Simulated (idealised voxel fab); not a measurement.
A process module follows: voxel self aligned vias.
In the cross-section labelled cut, the width is 235 nm and each square cell is 5 nm.
In this document a cross-section is written as a grid of square cells. It is given as a series of bands, listed from the top down, and a band is one or more rows of cells. Within each band entry, the heights of the top and of the bottom of the band appear first, in that order and in nm; the materials of the band then follow from left to right, each with its corresponding width in nm. The designation "all across" on a single material indicates that it fills the band from edge to edge; the designation "empty" indicates empty space. Ref level 0: as-received wafer is one material below here. Bottom band extends down with no lower bound ("0 nm and below"). Read "30 to 40" as a graded width: first number on top, second number at the bottom, same change between each pair of neighbouring rows. A step reported as "nothing was modified" is a step in which no cell of the cross-section changed. Closed empty spaces (no open way to the top) of 8 cells or more are what "Trapped voids" lists, each as width x height at distance from the left edge, nm for all three. Post-settings text on a step line: simulator's own remark regarding the step. overlay nm: for a step with a mask, the amount by which the mask lay right of where it was planned; a negative amount means left of it.

Process steps - plan:
1,RECEIVE, material Si
2,CONFORMAL_DEP, material SiO2, thk nm 10
3,CONFORMAL_DEP, material SiCN, thk nm 5
4,DIRECTIONAL_DEP, material lowk, thk nm 20
5,PATTERN, tone open, mask id LINES, material resist, width nm 15, pitch nm 60, thk nm 20, overlay nm 0
6,DIRECTIONAL_ETCH, etch materials lowk, depth nm 20
7,STRIP, etch materials resist
8,CONFORMAL_DEP, material TiN, thk nm 5
9,FILL_DEP, material W, thk nm 5
10,CMP, height nm 35
11,SELECTIVE_ETCH, etch materials W Ru TiN, depth nm 10
12,FILL_DEP, material SiN, thk nm 10
13,CMP, height nm 35
14,DIRECTIONAL_DEP, material lowk, thk nm 15
15,PATTERN, tone open, mask id VIAS, material resist, width nm 40, pitch nm 60, thk nm 20, overlay nm 0
16,DIRECTIONAL_ETCH, etch materials lowk, depth nm 15
17,DIRECTIONAL_ETCH, etch materials SiN, depth nm 10
18,STRIP, etch materials resist
19,CONFORMAL_DEP, material TiN, thk nm 5
20,FILL_DEP, material W, thk nm 5
21,CMP, height nm 50
22,CONFORMAL_DEP, material SiCN, thk nm 5
The wafers are alike at the start. At step 5, their width nm differs. The plan lists the first wafer's value.

First wafer of several, as received: cross-section after step 1:
* 0 nm and below | Si all across
* Trapped voids: none

Module finished, last step 22 done: cross-section of the first of several wafers:
* 55 nm to 50 nm | SiCN all across
* 50 nm to 40 nm | lowk: 35 / TiN: 5 / W: 30 / TiN: 5 / lowk: 20 / TiN: 5 / W: 30 / TiN: 5 / lowk: 20 / TiN: 5 / W: 30 / TiN: 5 / lowk: 40
* 40 nm to 30 nm | lowk: 35 to 50 / TiN: 20 to 5 / W: 5 / TiN: 15 to 5 / lowk: 20 to 45 / TiN: 20 to 5 / W: 5 / TiN: 15 to 5 / lowk: 20 to 45 / TiN: 20 to 5 / W: 5 / TiN: 15 to 5 / lowk: 40 to 50
* 30 nm to 25 nm | lowk: 50 / TiN: 15 / lowk: 45 / TiN: 15 / lowk: 45 / TiN: 15 / lowk: 50
* 25 nm to 20 nm | lowk: 50 / TiN: 5 / W: 5 / TiN: 5 / lowk: 45 / TiN: 5 / W: 5 / TiN: 5 / lowk: 45 / TiN: 5 / W: 5 / TiN: 5 / lowk: 50
* 20 nm to 15 nm | lowk: 50 / TiN: 15 / lowk: 45 / TiN: 15 / lowk: 45 / TiN: 15 / lowk: 50
* 15 nm to 10 nm | SiCN all across
* 10 nm to 0 nm | SiO2 all across
* 0 nm and below | Si all across
* Trapped voids: none

Here we cross-sectioned the last of the wafers once the module was done:
* 55 nm to 50 nm | SiCN all across
* 50 nm to 40 nm | lowk: 35 / TiN: 5 / W: 30 / TiN: 5 / lowk: 20 / TiN: 5 / W: 30 / TiN: 5 / lowk: 20 / TiN: 5 / W: 30 / TiN: 5 / lowk: 40
* 40 nm to 30 nm | lowk: 35 to 40 / TiN: 10 to 5 / W: 25 / TiN: 5 / lowk: 20 to 25 / TiN: 10 to 5 / W: 25 / TiN: 5 / lowk: 20 to 25 / TiN: 10 to 5 / W: 25 / TiN: 5 / lowk: 40
* 30 nm to 25 nm | lowk: 40 / TiN: 35 / lowk: 25 / TiN: 35 / lowk: 25 / TiN: 35 / lowk: 40
* 25 nm to 20 nm | lowk: 40 / TiN: 5 / W: 25 / TiN: 5 / lowk: 25 / TiN: 5 / W: 25 / TiN: 5 / lowk: 25 / TiN: 5 / W: 25 / TiN: 5 / lowk: 40
* 20 nm to 15 nm | lowk: 40 / TiN: 35 / lowk: 25 / TiN: 35 / lowk: 25 / TiN: 35 / lowk: 40
* 15 nm to 10 nm | SiCN all across
* 10 nm to 0 nm | SiO2 all across
* 0 nm and below | Si all across
* Trapped voids: none

Wafer rows, end of module: cells per material gained (+) or lost (-) since receipt; closed voids last:
width nm 15; +94 SiCN; +94 SiO2; +63 TiN; +45 W; +221 lowk; Trapped voids: none
width nm 20; +94 SiCN; +94 SiO2; +66 TiN; +54 W; +209 lowk; Trapped voids: none
width nm 25; +94 SiCN; +94 SiO2; +69 TiN; +63 W; +197 lowk; Trapped voids: none
width nm 30; +94 SiCN; +94 SiO2; +72 TiN; +72 W; +185 lowk; Trapped voids: none
width nm 35; +94 SiCN; +94 SiO2; +75 TiN; +81 W; +173 lowk; Trapped voids: none
